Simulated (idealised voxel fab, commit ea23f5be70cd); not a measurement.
You're looking at the process module voxel air gaps.
cross-section cut | 240 nm wide | cells 5 nm
For the purposes of this document, a cross-section shall be understood as a grid of square cells, specified as bands listed in top-to-bottom order, each band consisting of one or more rows of cells. Per band: top height and bottom height in nm, followed by the left-to-right materials and their widths in nm; "throughout" marks a single material spanning edge to edge, "blank" marks empty space. The level at which height equals 0 is the one under which the wafer, as it arrives, is entirely one material. No lower edge exists for the bottom band, which continues downward and is notated as in "0 and below". With a width like "30..40", each row of cells in the band differs from the next by the same amount, the top row carrying the first number and the bottom row the second. "nothing got changed" for a step: no cell of the cross-section changed in that step. Look at "Tabulated closed voids" for the closed voids: empty spaces with no open path to the top, sized 8 cells or up. Each is width x height at distance, distance from the left edge, all nm. Formally, on a step line, whatever follows the settings is a remark that the simulator itself makes on the step. On any step carrying a mask, the "overlay nm" setting, if present on the step's line, tells how far right of its planned place the mask lay; negative values point to the left.
The steps planned for the process are as follows:
1. RECEIVE: material Si
2. CONFORMAL_DEP: material SiO2, thk nm 15
3. CONFORMAL_DEP: material SiCN, thk nm 5
4. DIRECTIONAL_DEP: material SiO2, thk nm 40
5. PATTERN: tone open, mask id LINES, material resist, width nm 15, pitch nm 40, thk nm 20, overlay nm 0
6. DIRECTIONAL_ETCH: etch materials SiO2, depth nm 40
7. STRIP: etch materials resist
8. CONFORMAL_DEP: material TiN, thk nm 5
9. FILL_DEP: material Cu, thk nm 5
10. CMP: height nm 60
11. EPI: material Ru, thk nm 10
12. SELECTIVE_ETCH: etch materials SiO2, depth nm 50
13. CONFORMAL_DEP: material SiCN, thk nm 5
As received, after step 1:
0 and below  Si throughout
Tabulated closed voids: none
Cross-section taken at module completion on the first of two wafers; processed per the plan:
75 down to 70  blank=35 / SiCN=165 / blank=40
70 down to 60  blank=35 / SiCN=5 / Ru=35 / SiCN=5 / Ru=35 / SiCN=5 / Ru=35 / SiCN=5 / Ru=35 / SiCN=5 / blank=40
60 down to 55  blank=35 / SiCN=15 / TiN=5 / Cu=5 / TiN=5 / SiCN=25 / TiN=5 / Cu=5 / TiN=5 / SiCN=25 / TiN=5 / Cu=5 / TiN=5 / SiCN=25 / TiN=5 / Cu=5 / TiN=5 / SiCN=15 / blank=40
55 down to 25  blank=45 / SiCN=5 / TiN=5 / Cu=5 / TiN=5 / SiCN=5 / blank=15 / SiCN=5 / TiN=5 / Cu=5 / TiN=5 / SiCN=5 / blank=15 / SiCN=5 / TiN=5 / Cu=5 / TiN=5 / SiCN=5 / blank=15 / SiCN=5 / TiN=5 / Cu=5 / TiN=5 / SiCN=5 / blank=50
25 down to 20  SiCN=50 / TiN=15 / SiCN=25 / TiN=15 / SiCN=25 / TiN=15 / SiCN=25 / TiN=15 / SiCN=55
20 down to 15  SiCN throughout
15 down to 0  SiO2 throughout
0 and below  Si throughout
Tabulated closed voids: 15 x 30 at 70; 15 x 30 at 110; 15 x 30 at 150
Here's the second of our two wafers sectioned at module end. Same start as the first, same plan, but one mistake got made running it:
75 down to 70  blank=35 / SiCN=165 / blank=40
70 down to 60  blank=35 / SiCN=5 / Ru=35 / SiCN=5 / Ru=35 / SiCN=5 / Ru=35 / SiCN=5 / Ru=35 / SiCN=5 / blank=40
60 down to 25  blank=35 / SiCN=5 / Ru=10 / TiN=5 / Cu=5 / TiN=5 / Ru=10 / SiCN=5 / Ru=10 / TiN=5 / Cu=5 / TiN=5 / Ru=10 / SiCN=5 / Ru=10 / TiN=5 / Cu=5 / TiN=5 / Ru=10 / SiCN=5 / Ru=10 / TiN=5 / Cu=5 / TiN=5 / Ru=10 / SiCN=5 / blank=40
25 down to 20  SiCN=40 / Ru=10 / TiN=15 / Ru=10 / SiCN=5 / Ru=10 / TiN=15 / Ru=10 / SiCN=5 / Ru=10 / TiN=15 / Ru=10 / SiCN=5 / Ru=10 / TiN=15 / Ru=10 / SiCN=45
20 down to 15  SiCN throughout
15 down to 0  SiO2 throughout
0 and below  Si throughout
Tabulated closed voids: none
Which mistake was made when the wafer was run? it was found that steps 11 and 12 of the process plan had been performed in exchanged positions
Materials where the second wafer ends with more or fewer cells than the first: +128 Ru; -50 SiCN
Closed voids, final: 3 / 0 (first wafer / second wafer).
